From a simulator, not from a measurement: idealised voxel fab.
process module | voxel wiring stack
cross-section cut | 265 nm wide | cells 5 nm
A cross-section is a grid of square cells, given in bands from the top down. A band is one or more rows of cells.
Each band's line starts with the height of the band's top and of its bottom, in nm. Then come its materials from left to right, each with its width in nm. One material with "throughout" fills the band from edge to edge. "air" is empty space.
Height 0 is the level under which the wafer as received is all one material. The lowest band goes on downwards, as in "0 down".
A width such as "30 to 40" changes by the same amount from each row of cells to the next, from the band's top row to its bottom row.
"no change" after a step means that no cell of the cross-section changed.
closed voids: empty space of 8 cells or more with no open way to the top, each as width x height at its distance from the left edge, in nm
after a step's settings: what the simulator itself notes on the step
overlay nm, on a step with a mask: how far to the right of its planned place the mask lay; to the left if negative
plan
1 op RECEIVE | material Si
2 op CONFORMAL_DEP | material SiO2 | thk nm 15
3 op DIRECTIONAL_DEP | material TiN | thk nm 5
4 op DIRECTIONAL_DEP | material Ru | thk nm 20
5 op MASKED_ETCH | tone cover | mask id METAL_1 | width nm 30 | pitch nm 50 | etch materials Ru | depth nm 20 | overlay nm 0
6 op MASKED_ETCH | tone cover | mask id METAL_1 | width nm 30 | pitch nm 50 | etch materials TiN | depth nm 5 | overlay nm 0
7 op FILL_DEP | material SiO2 | thk nm 5
8 op CMP | height nm 40
9 op CONFORMAL_DEP | material SiCN | thk nm 5
10 op DIRECTIONAL_DEP | material lowk | thk nm 15
11 op MASKED_ETCH | tone open | mask id PLUG_1 | width nm 15 | pitch nm 100 | etch materials lowk | depth nm 15 | overlay nm 0
12 op MASKED_ETCH | tone open | mask id PLUG_1 | width nm 15 | pitch nm 100 | etch materials SiCN | depth nm 5 | overlay nm 0
13 op CONFORMAL_DEP | material TiN | thk nm 5
14 op FILL_DEP | material Cu | thk nm 10
15 op CMP | height nm 60
16 op DIRECTIONAL_DEP | material TiN | thk nm 5
17 op DIRECTIONAL_DEP | material Ru | thk nm 15
18 op DIRECTIONAL_DEP | material aC | thk nm 15
19 op PATTERN | tone cover | mask id METAL_2 | material resist | width nm 30 | pitch nm 50 | thk nm 30 | overlay nm 0
20 op DIRECTIONAL_ETCH | etch materials aC | depth nm 15
21 op STRIP | etch materials resist
22 op DIRECTIONAL_ETCH | etch materials Ru | depth nm 15
23 op DIRECTIONAL_ETCH | etch materials TiN | depth nm 5
24 op STRIP | etch materials aC
25 op CONFORMAL_DEP | material SiCN | thk nm 5
26 op FILL_DEP | material lowk | thk nm 5
27 op CMP | height nm 80
28 op CONFORMAL_DEP | material SiCN | thk nm 5
29 op DIRECTIONAL_DEP | material SiO2 | thk nm 15
30 op MASKED_ETCH | tone open | mask id PLUG_2 | width nm 15 | pitch nm 100 | etch materials SiO2 | depth nm 15 | overlay nm -15
31 op MASKED_ETCH | tone open | mask id PLUG_2 | width nm 15 | pitch nm 100 | etch materials SiCN | depth nm 5 | overlay nm 0
32 op EPI | material Ru | thk nm 10
33 op EPI | material Ru | thk nm 10
34 op DIRECTIONAL_DEP | material TiN | thk nm 5
35 op DIRECTIONAL_DEP | material Ru | thk nm 20
36 op MASKED_ETCH | tone cover | mask id METAL_3 | width nm 30 | pitch nm 50 | etch materials Ru | depth nm 20 | overlay nm 0
37 op MASKED_ETCH | tone cover | mask id METAL_3 | width nm 30 | pitch nm 50 | etch materials TiN | depth nm 5 | overlay nm 0
38 op FILL_DEP | material SiO2 | thk nm 5
39 op CMP | height nm 125
40 op CONFORMAL_DEP | material SiCN | thk nm 5
41 op DIRECTIONAL_DEP | material lowk | thk nm 15
42 op MASKED_ETCH | tone open | mask id PLUG_3 | width nm 15 | pitch nm 50 | etch materials lowk | depth nm 15 | overlay nm 0
43 op MASKED_ETCH | tone open | mask id PLUG_3 | width nm 15 | pitch nm 50 | etch materials SiCN | depth nm 5 | overlay nm 0
44 op EPI | material Ru | thk nm 10
45 op EPI | material Ru | thk nm 10
46 op CONFORMAL_DEP | material SiN | thk nm 5
47 op DIRECTIONAL_DEP | material lowk | thk nm 15
48 op MASKED_ETCH | tone open | mask id METAL_4 | width nm 30 | pitch nm 50 | etch materials lowk | depth nm 15 | overlay nm 0
49 op MASKED_ETCH | tone open | mask id METAL_4 | width nm 30 | pitch nm 50 | etch materials SiN | depth nm 5 | overlay nm 0
50 op CONFORMAL_DEP | material TiN | thk nm 5
51 op FILL_DEP | material Ru | thk nm 10
52 op CMP | height nm 165
53 op CONFORMAL_DEP | material SiCN | thk nm 5
varied across the wafers: overlay nm of step 30. The plan shows the first wafer's value. All wafers start alike
first wafer as received, after step 1
  0 down: Si throughout
  closed voids: none
first wafer at the end, after step 53
  170 to 165: SiCN throughout
  165 to 150: lowk 40 | TiN 5 | Ru 20 | TiN 5 | lowk 20 | TiN 5 | Ru 20 | TiN 5 | lowk 20 | TiN 5 | Ru 20 | TiN 5 | lowk 20 | TiN 5 | Ru 20 | TiN 5 | lowk 45
  150 to 145: SiN 40 | TiN 30 | SiN 20 | TiN 30 | SiN 20 | TiN 30 | SiN 20 | TiN 30 | SiN 45
  145 to 130: lowk 40 | Ru 15 | lowk 35 | Ru 15 | lowk 35 | Ru 15 | lowk 35 | Ru 15 | lowk 60
  130 to 125: SiCN 40 | Ru 15 | SiCN 35 | Ru 15 | SiCN 35 | Ru 15 | SiCN 35 | Ru 15 | SiCN 60
  125 to 105: SiO2 40 | Ru 30 | SiO2 20 | Ru 30 | SiO2 20 | Ru 30 | SiO2 20 | Ru 30 | SiO2 45
  105 to 100: SiO2 40 | TiN 30 | SiO2 20 | TiN 30 | SiO2 20 | TiN 30 | SiO2 20 | TiN 30 | SiO2 45
  100 to 85: SiO2 throughout
  85 to 80: SiCN throughout
  80 to 65: lowk 35 | SiCN 5 | Ru 30 | SiCN 5 | lowk 10 | SiCN 5 | Ru 30 | SiCN 5 | lowk 10 | SiCN 5 | Ru 30 | SiCN 5 | lowk 10 | SiCN 5 | Ru 30 | SiCN 5 | lowk 40
  65 to 60: SiCN 40 | TiN 30 | SiCN 20 | TiN 30 | SiCN 20 | TiN 30 | SiCN 20 | TiN 30 | SiCN 45
  60 to 45: lowk 40 | TiN 5 | Cu 5 | TiN 5 | lowk 85 | TiN 5 | Cu 5 | TiN 5 | lowk 110
  45 to 40: SiCN 40 | TiN 15 | SiCN 85 | TiN 15 | SiCN 110
  40 to 20: SiO2 40 | Ru 30 | SiO2 20 | Ru 30 | SiO2 20 | Ru 30 | SiO2 20 | Ru 30 | SiO2 45
  20 to 15: SiO2 40 | TiN 30 | SiO2 20 | TiN 30 | SiO2 20 | TiN 30 | SiO2 20 | TiN 30 | SiO2 45
  15 to 0: SiO2 throughout
  0 down: Si throughout
  closed voids: none
last wafer at the end
  170 to 165: SiCN throughout
  165 to 150: lowk 40 | TiN 5 | Ru 20 | TiN 5 | lowk 20 | TiN 5 | Ru 20 | TiN 5 | lowk 20 | TiN 5 | Ru 20 | TiN 5 | lowk 20 | TiN 5 | Ru 20 | TiN 5 | lowk 45
  150 to 145: SiN 40 | TiN 30 | SiN 20 | TiN 30 | SiN 20 | TiN 30 | SiN 20 | TiN 30 | SiN 45
  145 to 130: lowk 40 | Ru 15 | lowk 35 | Ru 15 | lowk 35 | Ru 15 | lowk 35 | Ru 15 | lowk 60
  130 to 125: SiCN 40 | Ru 15 | SiCN 35 | Ru 15 | SiCN 35 | Ru 15 | SiCN 35 | Ru 15 | SiCN 60
  125 to 110: SiO2 40 | Ru 15 | SiO2 35 | Ru 30 | SiO2 20 | Ru 15 | SiO2 35 | Ru 30 | SiO2 45
  110 to 105: SiO2 40 | Ru 30 | SiO2 20 | Ru 30 | SiO2 20 | Ru 30 | SiO2 20 | Ru 30 | SiO2 45
  105 to 100: SiO2 40 | TiN 15 | Ru 15 | SiO2 20 | TiN 30 | SiO2 20 | TiN 15 | Ru 15 | SiO2 20 | TiN 30 | SiO2 45
  100 to 90: SiO2 55 | Ru 15 | SiO2 85 | Ru 15 | SiO2 95
  90 to 85: SiO2 55 | TiN 15 | SiO2 85 | TiN 15 | SiO2 95
  85 to 80: SiCN throughout
  80 to 65: lowk 35 | SiCN 5 | Ru 30 | SiCN 5 | lowk 10 | SiCN 5 | Ru 30 | SiCN 5 | lowk 10 | SiCN 5 | Ru 30 | SiCN 5 | lowk 10 | SiCN 5 | Ru 30 | SiCN 5 | lowk 40
  65 to 60: SiCN 40 | TiN 30 | SiCN 20 | TiN 30 | SiCN 20 | TiN 30 | SiCN 20 | TiN 30 | SiCN 45
  60 to 45: lowk 40 | TiN 5 | Cu 5 | TiN 5 | lowk 85 | TiN 5 | Cu 5 | TiN 5 | lowk 110
  45 to 40: SiCN 40 | TiN 15 | SiCN 85 | TiN 15 | SiCN 110
  40 to 20: SiO2 40 | Ru 30 | SiO2 20 | Ru 30 | SiO2 20 | Ru 30 | SiO2 20 | Ru 30 | SiO2 45
  20 to 15: SiO2 40 | TiN 30 | SiO2 20 | TiN 30 | SiO2 20 | TiN 30 | SiO2 20 | TiN 30 | SiO2 45
  15 to 0: SiO2 throughout
  0 down: Si throughout
  closed voids: none
each wafer at the end: cells of each material gained (+) or lost (-) since it was received, then its closed voids
overlay nm -15 | +6 Cu | +360 Ru | +247 SiCN | +29 SiN | +608 SiO2 | +138 TiN | +414 lowk | closed voids: none
overlay nm -10 | +6 Cu | +380 Ru | +245 SiCN | +29 SiN | +590 SiO2 | +138 TiN | +414 lowk | closed voids: none
overlay nm -5 | +6 Cu | +382 Ru | +243 SiCN | +29 SiN | +590 SiO2 | +138 TiN | +414 lowk | closed voids: none
overlay nm 0 | +6 Cu | +384 Ru | +241 SiCN | +29 SiN | +590 SiO2 | +138 TiN | +414 lowk | closed voids: none
overlay nm 5 | +6 Cu | +382 Ru | +243 SiCN | +29 SiN | +590 SiO2 | +138 TiN | +414 lowk | closed voids: none
overlay nm 10 | +6 Cu | +380 Ru | +245 SiCN | +29 SiN | +590 SiO2 | +138 TiN | +414 lowk | closed voids: none
overlay nm 15 | +6 Cu | +360 Ru | +247 SiCN | +29 SiN | +608 SiO2 | +138 TiN | +414 lowk | closed voids: none
